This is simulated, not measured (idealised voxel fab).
Proc. module: voxel self aligned contacts
Xsec cut, 235 nm wide, square cell size 5 nm.
In what follows, cross-sections appear as grids of square cells, described through bands that run from the top down, where every band is one or more rows of cells. Look at the band entry: it leads with the top's height and the bottom's height in nm. Then it lists the materials left to right, with a width in nm for each. The word "edge to edge" on a single material says that material fills the band edge to edge. The word "blank" is empty space. Below 0: as-received wafer, all one material; heights counted from there. Lowest band: no bottom, goes on down, written "0 and below". Quick explanation for "30->40": the width changes in equal steps down the rows of cells, from the first number in the band's top row to the second number in its bottom row. Step note "changes: none" = no cross-section cell changed. Reported under the label "Voids, fully enclosed" are the empty spaces having no open way to the top and comprising 8 cells or more; the notation for each is width x height at distance, in which the distance is measured from the left edge and all three values are in nm. Whatever follows a step's settings on its line is a remark the simulator itself makes about that step. overlay nm: mask right of planned place by this much (step with mask). Neg. = left.
-- Here's what the planned process steps look like
1: RECEIVE with material Si
2: CONFORMAL_DEP with material SiO2, thk nm 5
3: DIRECTIONAL_DEP with material polySi, thk nm 30
4: DIRECTIONAL_DEP with material SiN, thk nm 20
5: DIRECTIONAL_DEP with material aC, thk nm 15
6: PATTERN with tone cover, mask id GATE, material resist, width nm 25, pitch nm 60, thk nm 30, overlay nm 0
7: DIRECTIONAL_ETCH with etch materials aC, depth nm 15
8: STRIP with etch materials resist
9: DIRECTIONAL_ETCH with etch materials SiN, depth nm 20
10: DIRECTIONAL_ETCH with etch materials polySi, depth nm 30
11: STRIP with etch materials aC
12: CONFORMAL_DEP with material SiN, thk nm 10
13: DIRECTIONAL_ETCH with etch materials SiN, depth nm 10
14: FILL_DEP with material SiO2, thk nm 15
15: CMP with height nm 65
16: MASKED_ETCH with tone open, mask id CONTACT, width nm 35, pitch nm 60, etch materials SiO2, depth nm 65, overlay nm 0
17: CONFORMAL_DEP with material TiN, thk nm 5
18: FILL_DEP with material W, thk nm 5
19: CMP with height nm 65
20: CONFORMAL_DEP with material SiN, thk nm 5
What sets these wafers apart? The width nm at step 16. They all start alike, and the plan carries the first wafer's value.
-- The as-received cross-section of the first of several wafers corresponds to the state after step 1
- 0 and below: Si edge to edge
- Voids, fully enclosed: none
-- The first of several wafers, seen in cross-section after the module's last step, step 20
- 70 down to 65: SiN edge to edge
- 65 down to 55: 70 of SiO2  5->15 of TiN  25->5 of W  5->15 of TiN  25 of SiO2  5->15 of TiN  25->5 of W  5->15 of TiN  70 of SiO2
- 55 down to 35: 35 of SiO2  45 of SiN  5 of TiN  5 of W  5 of TiN  45 of SiN  5 of TiN  5 of W  5 of TiN  45 of SiN  35 of SiO2
- 35 down to 5: 35 of SiO2  10 of SiN  25 of polySi  10 of SiN  5 of TiN  5 of W  5 of TiN  10 of SiN  25 of polySi  10 of SiN  5 of TiN  5 of W  5 of TiN  10 of SiN  25 of polySi  10 of SiN  35 of SiO2
- 5 down to 0: 80 of SiO2  15 of TiN  45 of SiO2  15 of TiN  80 of SiO2
- 0 and below: Si edge to edge
- Voids, fully enclosed: none
-- At the end of the module, the last of several wafers in cross-section
- 70 down to 65: SiN edge to edge
- 65 down to 55: 65 of SiO2  5->20 of TiN  35->5 of W  5->20 of TiN  15 of SiO2  5->20 of TiN  35->5 of W  5->20 of TiN  65 of SiO2
- 55 down to 35: 35 of SiO2  45 of SiN  5 of TiN  5 of W  5 of TiN  45 of SiN  5 of TiN  5 of W  5 of TiN  45 of SiN  35 of SiO2
- 35 down to 5: 35 of SiO2  10 of SiN  25 of polySi  10 of SiN  5 of TiN  5 of W  5 of TiN  10 of SiN  25 of polySi  10 of SiN  5 of TiN  5 of W  5 of TiN  10 of SiN  25 of polySi  10 of SiN  35 of SiO2
- 5 down to 0: 80 of SiO2  15 of TiN  45 of SiO2  15 of TiN  80 of SiO2
- 0 and below: Si edge to edge
- Voids, fully enclosed: none
-- Per wafer (row), end of module: delta in cells per material since receipt, (+) for gained, (-) for lost; closed voids after that
width nm 35; +227 SiN; +247 SiO2; +62 TiN; +32 W; +90 polySi; Voids, fully enclosed: none
width nm 40; +227 SiN; +243 SiO2; +64 TiN; +34 W; +90 polySi; Voids, fully enclosed: none
width nm 45; +227 SiN; +239 SiO2; +66 TiN; +36 W; +90 polySi; Voids, fully enclosed: none
